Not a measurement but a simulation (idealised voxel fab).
This section sets out a process module, namely voxel air gaps.
The width of the displayed cross-section, cut, is 170 nm; its cells are square, with a size of 5 nm.
Cross-section, as written here: a square-cell grid given band by band from the top down, where a band holds one or more rows of cells. A band entry consists of two parts. The first gives the height of the band's top and the height of its bottom, in nm. The rest lists the band's materials from left to right, each with its width in nm. A single material labelled with the word "everywhere" fills the band from edge to edge, and the word "blank" marks empty space. Measure heights from 0. That's the level where, below it, the as-received wafer is all one material. The lowest band is bottomless and extends downward; write it as in "0 down". So if you see something like "30 to 40" for the width, read it as the top row of the band sitting at the first number and the bottom row at the second, with every row in between moving by the same amount as the last. Where a step carries "no modification", the cross-section came out of it unchanged, cell for cell. So "Entrapped void list" is basically the list of trapped voids: any empty space of 8 cells or more that can't reach the top through an opening. They're written width x height at distance, the distance being from the left edge, and it's all nm. Read whatever lies past the settings on a step's line as the simulator's own remark about the step. Steps that use a mask can have "overlay nm" on their line. It says how far the mask sat to the right of where it was meant to be. Negative means to the left.

### Below is the list of planned process steps
- 1: RECEIVE, material Si
- 2: CONFORMAL_DEP, material SiO2, thk nm 10
- 3: CONFORMAL_DEP, material SiN, thk nm 5
- 4: DIRECTIONAL_DEP, material SiO2, thk nm 40
- 5: PATTERN, tone open, mask id LINES, material resist, width nm 25, pitch nm 50, thk nm 20, overlay nm 0
- 6: DIRECTIONAL_ETCH, etch materials SiO2, depth nm 40
- 7: STRIP, etch materials resist
- 8: CONFORMAL_DEP, material TiN, thk nm 5
- 9: FILL_DEP, material Cu, thk nm 5
- 10: CMP, height nm 55
- 11: EPI, material Ru, thk nm 10
- 12: SELECTIVE_ETCH, etch materials SiO2, depth nm 50
- 13: CONFORMAL_DEP, material SiN, thk nm 5

### Cross-section of the wafer upon arrival, representing the state reached after step 1
  0 down: Si everywhere
  Entrapped void list: none

### This is how the wafer looks in cross-section once the module is done, given the starting state and plan above and one mistake in carrying the plan out
  70 to 65: SiN everywhere
  65 to 55: Ru 30 nm, SiN 5 nm, Ru 45 nm, SiN 5 nm, Ru 45 nm, SiN 5 nm, Ru 35 nm
  55 to 50: Cu 15 nm, TiN 5 nm, SiN 25 nm, TiN 5 nm, Cu 15 nm, TiN 5 nm, SiN 25 nm, TiN 5 nm, Cu 15 nm, TiN 5 nm, SiN 25 nm, TiN 5 nm, Cu 20 nm
  50 to 20: Cu 15 nm, TiN 5 nm, SiN 5 nm, blank 15 nm, SiN 5 nm, TiN 5 nm, Cu 15 nm, TiN 5 nm, SiN 5 nm, blank 15 nm, SiN 5 nm, TiN 5 nm, Cu 15 nm, TiN 5 nm, SiN 5 nm, blank 15 nm, SiN 5 nm, TiN 5 nm, Cu 20 nm
  20 to 15: TiN 20 nm, SiN 25 nm, TiN 25 nm, SiN 25 nm, TiN 25 nm, SiN 25 nm, TiN 25 nm
  15 to 10: SiN everywhere
  10 to 0: SiO2 everywhere
  0 down: Si everywhere
  Entrapped void list: 15 x 30 at 25; 15 x 30 at 75; 15 x 30 at 125
Deviation noted in wafer processing: it should be noted that step 5 was executed with settings other than those planned, the operation and settings actually applied being PATTERN, tone cover, mask id LINES, material resist, width nm 25, pitch nm 50, thk nm 20, overlay nm 0
